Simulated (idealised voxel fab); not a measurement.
process module | voxel self aligned vias
cross-section cut | 160 nm wide | cells 5 nm
A cross-section is a grid of square cells, given in bands from the top down. A band is one or more rows of cells.
Each band's line starts with the height of the band's top and of its bottom, in nm. Then come its materials from left to right, each with its width in nm. One material with "throughout" fills the band from edge to edge. "air" is empty space.
Height 0 is the level under which the wafer as received is all one material. The lowest band goes on downwards, as in "0 down".
A width such as "30 to 40" changes by the same amount from each row of cells to the next, from the band's top row to its bottom row.
"no change" after a step means that no cell of the cross-section changed.
closed voids: empty space of 8 cells or more with no open way to the top, each as width x height at its distance from the left edge, in nm
after a step's settings: what the simulator itself notes on the step
overlay nm, on a step with a mask: how far to the right of its planned place the mask lay; to the left if negative
plan
1 op RECEIVE | material Si
2 op CONFORMAL_DEP | material SiO2 | thk nm 10
3 op CONFORMAL_DEP | material SiCN | thk nm 5
4 op DIRECTIONAL_DEP | material lowk | thk nm 25
5 op DIRECTIONAL_DEP | material aC | thk nm 15
6 op PATTERN | tone open | mask id LINES | material resist | width nm 25 | pitch nm 55 | thk nm 30 | overlay nm 0
7 op DIRECTIONAL_ETCH | etch materials aC | depth nm 15
8 op STRIP | etch materials resist
9 op DIRECTIONAL_ETCH | etch materials lowk | depth nm 25
10 op STRIP | etch materials aC
11 op CONFORMAL_DEP | material TiN | thk nm 5
12 op FILL_DEP | material Ru | thk nm 5
13 op CMP | height nm 40
14 op SELECTIVE_ETCH | etch materials W Ru TiN | depth nm 5
15 op FILL_DEP | material SiN | thk nm 10
16 op CMP | height nm 40
17 op DIRECTIONAL_DEP | material lowk | thk nm 15
18 op PATTERN | tone open | mask id VIAS | material resist | width nm 35 | pitch nm 55 | thk nm 15 | overlay nm 0
19 op DIRECTIONAL_ETCH | etch materials lowk | depth nm 15
20 op DIRECTIONAL_ETCH | etch materials SiN | depth nm 5
21 op STRIP | etch materials resist
22 op CONFORMAL_DEP | material TiN | thk nm 5
23 op FILL_DEP | material W | thk nm 10
24 op CMP | height nm 55
25 op CONFORMAL_DEP | material SiN | thk nm 5
as received, after step 1
  0 down: Si throughout
  closed voids: none
first wafer at the end, as planned
  60 to 55: SiN throughout
  55 to 45: lowk 35 | TiN 5 | W 25 | TiN 5 | lowk 20 | TiN 5 | W 25 | TiN 5 | lowk 35
  45 to 40: lowk 35 | TiN 10 | W 15 | TiN 10 | lowk 20 | TiN 10 | W 15 | TiN 10 | lowk 35
  40 to 35: lowk 40 | TiN 25 | lowk 30 | TiN 25 | lowk 40
  35 to 20: lowk 40 | TiN 5 | Ru 15 | TiN 5 | lowk 30 | TiN 5 | Ru 15 | TiN 5 | lowk 40
  20 to 15: lowk 40 | TiN 25 | lowk 30 | TiN 25 | lowk 40
  15 to 10: SiCN throughout
  10 to 0: SiO2 throughout
  0 down: Si throughout
  closed voids: none
second wafer at the end: like start, like plan, one mistake
  60 to 55: SiN throughout
  55 to 45: lowk 35 | TiN 5 | W 25 | TiN 5 | lowk 20 | TiN 5 | W 25 | TiN 5 | lowk 35
  45 to 35: lowk 35 to 40 | TiN 35 to 25 | lowk 20 to 30 | TiN 35 to 25 | lowk 35 to 40
  35 to 20: lowk 40 | TiN 5 | Ru 15 | TiN 5 | lowk 30 | TiN 5 | Ru 15 | TiN 5 | lowk 40
  20 to 15: lowk 40 | TiN 25 | lowk 30 | TiN 25 | lowk 40
  15 to 10: SiCN throughout
  10 to 0: SiO2 throughout
  0 down: Si throughout
  closed voids: none
what went wrong: step 15 ran as: op FILL_DEP | material TiN | thk nm 10
at the end the second wafer has, in cells: 6 more of TiN | 6 fewer of W
